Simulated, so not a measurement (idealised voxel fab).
process module | voxel self aligned contacts
cross-section cut | 290 nm wide | cells 5 nm
A cross-section is a grid of square cells, given in bands from the top down. A band is one or more rows of cells.
Each band's line starts with the height of the band's top and of its bottom, in nm. Then come its materials from left to right, each with its width in nm. One material with "throughout" fills the band from edge to edge. "air" is empty space.
Height 0 is the level under which the wafer as received is all one material. The lowest band goes on downwards, as in "0 down".
A width such as "30 to 40" changes by the same amount from each row of cells to the next, from the band's top row to its bottom row.
"no change" after a step means that no cell of the cross-section changed.
closed voids: empty space of 8 cells or more with no open way to the top, each as width x height at its distance from the left edge, in nm
after a step's settings: what the simulator itself notes on the step
overlay nm, on a step with a mask: how far to the right of its planned place the mask lay; to the left if negative
plan
1 op RECEIVE | material Si
2 op OXIDIZE | depth nm 5
3 op DIRECTIONAL_DEP | material polySi | thk nm 25
4 op DIRECTIONAL_DEP | material SiN | thk nm 10
5 op DIRECTIONAL_DEP | material aC | thk nm 15
6 op PATTERN | tone cover | mask id GATE | material resist | width nm 25 | pitch nm 70 | thk nm 30 | overlay nm 0
7 op DIRECTIONAL_ETCH | etch materials aC | depth nm 15
8 op STRIP | etch materials resist
9 op DIRECTIONAL_ETCH | etch materials SiN | depth nm 20
10 op DIRECTIONAL_ETCH | etch materials polySi | depth nm 25
11 op STRIP | etch materials aC
12 op CONFORMAL_DEP | material SiN | thk nm 10
13 op DIRECTIONAL_ETCH | etch materials SiN | depth nm 10
14 op FILL_DEP | material SiO2 | thk nm 20
15 op CMP | height nm 55
16 op MASKED_ETCH | tone open | mask id CONTACT | width nm 55 | etch materials SiO2 | depth nm 60 | overlay nm 0
17 op CONFORMAL_DEP | material TiN | thk nm 5
18 op FILL_DEP | material W | thk nm 10
19 op CMP | height nm 55
20 op CONFORMAL_DEP | material SiN | thk nm 5
varied across the wafers: thk nm of step 4. The plan shows the first wafer's value. All wafers start alike
first wafer as received, after step 1
  0 down: Si throughout
  closed voids: none
first wafer at the end, after step 20
  60 to 55: SiN throughout
  55 to 40: SiO2 115 | TiN 5 | W 45 | TiN 5 | SiO2 120
  40 to 35: SiO2 115 | TiN 20 | W 15 | TiN 20 | SiO2 120
  35 to 25: SiO2 85 | SiN 45 | TiN 5 | W 15 | TiN 5 | SiN 45 | SiO2 90
  25 to 0: SiO2 85 | SiN 10 | polySi 25 | SiN 10 | TiN 5 | W 15 | TiN 5 | SiN 10 | polySi 25 | SiN 10 | SiO2 90
  0 to -5: SiO2 130 | TiN 25 | SiO2 135
  -5 down: Si throughout
  closed voids: none
last wafer at the end
  60 to 55: SiN throughout
  55 to 45: SiO2 85 | SiN 45 | TiN 5 | W 15 | TiN 5 | SiN 45 | SiO2 90
  45 to 40: SiO2 85 | SiN 45 | TiN 25 | SiN 45 | SiO2 90
  40 to 25: SiN throughout
  25 to 0: polySi throughout
  0 to -5: SiO2 throughout
  -5 down: Si throughout
  closed voids: none
each wafer at the end: cells of each material gained (+) or lost (-) since it was received, then its closed voids
thk nm 10 | -58 Si | +134 SiN | +486 SiO2 | +33 TiN | +51 W | +50 polySi | closed voids: none
thk nm 15 | -58 Si | +152 SiN | +474 SiO2 | +33 TiN | +45 W | +50 polySi | closed voids: none
thk nm 20 | -58 Si | +170 SiN | +462 SiO2 | +33 TiN | +39 W | +50 polySi | closed voids: none
thk nm 25 | -58 Si | +188 SiN | +245 SiO2 | +19 TiN | +12 W | +290 polySi | closed voids: none
thk nm 30 | -58 Si | +246 SiN | +198 SiO2 | +11 TiN | +9 W | +290 polySi | closed voids: none
thk nm 35 | -58 Si | +286 SiN | +163 SiO2 | +9 TiN | +6 W | +290 polySi | closed voids: none
